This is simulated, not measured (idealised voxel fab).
Title: Process Module voxel ribs on slabs
Pictured: cross-section cut, 165 nm wide, on a grid of 5 nm square cells.
Just so we're on the same page, the cross-sections are grids of square cells, and they're listed out in bands top to bottom, each band one or more rows deep.
Read a band's entry like this: the first values are the height of its top and the height of its bottom in nm, and what follows is the sequence of materials from left to right, each with its width in nm. Note that "empty" is empty space, and that a single material marked "edge to edge" reaches across the band from edge to edge.
Counting heights begins at 0, where everything beneath is, in the wafer as received, one material. The lowest band has no bottom; it goes on downwards, as "0 -> down" shows.
A width such as "30->40" changes by the same amount from each row of cells to the next, from the band's top row to its bottom row.
Where the words "nothing was modified" appear for a step, the cross-section shows no cell changed by that step; every cell remained as before.
You'll see "Cavities, sealed" listing empty spaces that have no way open to the top, as long as they're 8 cells or more; the notation is width x height at distance, where the distance is from the left edge, and all of it is in nm.
On a step's line, text after the settings is the simulator commenting on that step.
The line of a step may include "overlay nm". On a step with a mask, this value is how far to the right of its planned place the mask lay. A negative value means the mask lay to the left.

List of planned process steps
1. RECEIVE, material Si
2. DIRECTIONAL_DEP, material SiO2, thk nm 20
3. DIRECTIONAL_DEP, material SiN, thk nm 20
4. PATTERN, tone cover, mask id RIB, material resist, width nm 30, thk nm 15, overlay nm 0
5. DIRECTIONAL_ETCH, etch materials SiN, depth nm 5
6. STRIP, etch materials resist
7. PATTERN, tone cover, mask id SLAB, material resist, width nm 70, thk nm 20, overlay nm 0
8. DIRECTIONAL_ETCH, etch materials SiN, depth nm 15
9. STRIP, etch materials resist
10. FILL_DEP, material SiO2, thk nm 25
11. CMP, height nm 60
12. DIRECTIONAL_DEP, material W, thk nm 5
13. PATTERN, tone cover, mask id HEATER, material resist, width nm 40, thk nm 15, overlay nm 0
14. DIRECTIONAL_ETCH, etch materials W, depth nm 5
15. STRIP, etch materials resist
16. CONFORMAL_DEP, material SiN, thk nm 5

Wafer at receipt (post step 1), cross-section
* 0 -> down: Si edge to edge
* Cavities, sealed: none

Cross-section, first of two wafers, end of module, run as planned
* 70 -> 65: 55 nm empty / 50 nm SiN / 60 nm empty
* 65 -> 60: 60 nm SiN / 40 nm W / 65 nm SiN
* 60 -> 40: SiO2 edge to edge
* 40 -> 35: 65 nm SiO2 / 30 nm SiN / 70 nm SiO2
* 35 -> 20: 45 nm SiO2 / 70 nm SiN / 50 nm SiO2
* 20 -> 0: SiO2 edge to edge
* 0 -> down: Si edge to edge
* Cavities, sealed: none

Wafer two, end of module, cross-section. Same start, same plan as wafer one. One mistake in the run
* 70 -> 65: 55 nm empty / 50 nm SiN / 60 nm empty
* 65 -> 60: 60 nm SiN / 40 nm W / 65 nm SiN
* 60 -> 55: 65 nm SiO2 / 30 nm SiN / 70 nm SiO2
* 55 -> 40: 45 nm SiO2 / 70 nm SiN / 50 nm SiO2
* 40 -> 20: SiN edge to edge
* 20 -> 0: SiO2 edge to edge
* 0 -> down: Si edge to edge
* Cavities, sealed: none
Want to know what went wrong? the plan had its step 3 run twice
At the finish, the second wafer shows more or fewer cells for some materials than the first does: SiN +132, SiO2 -132
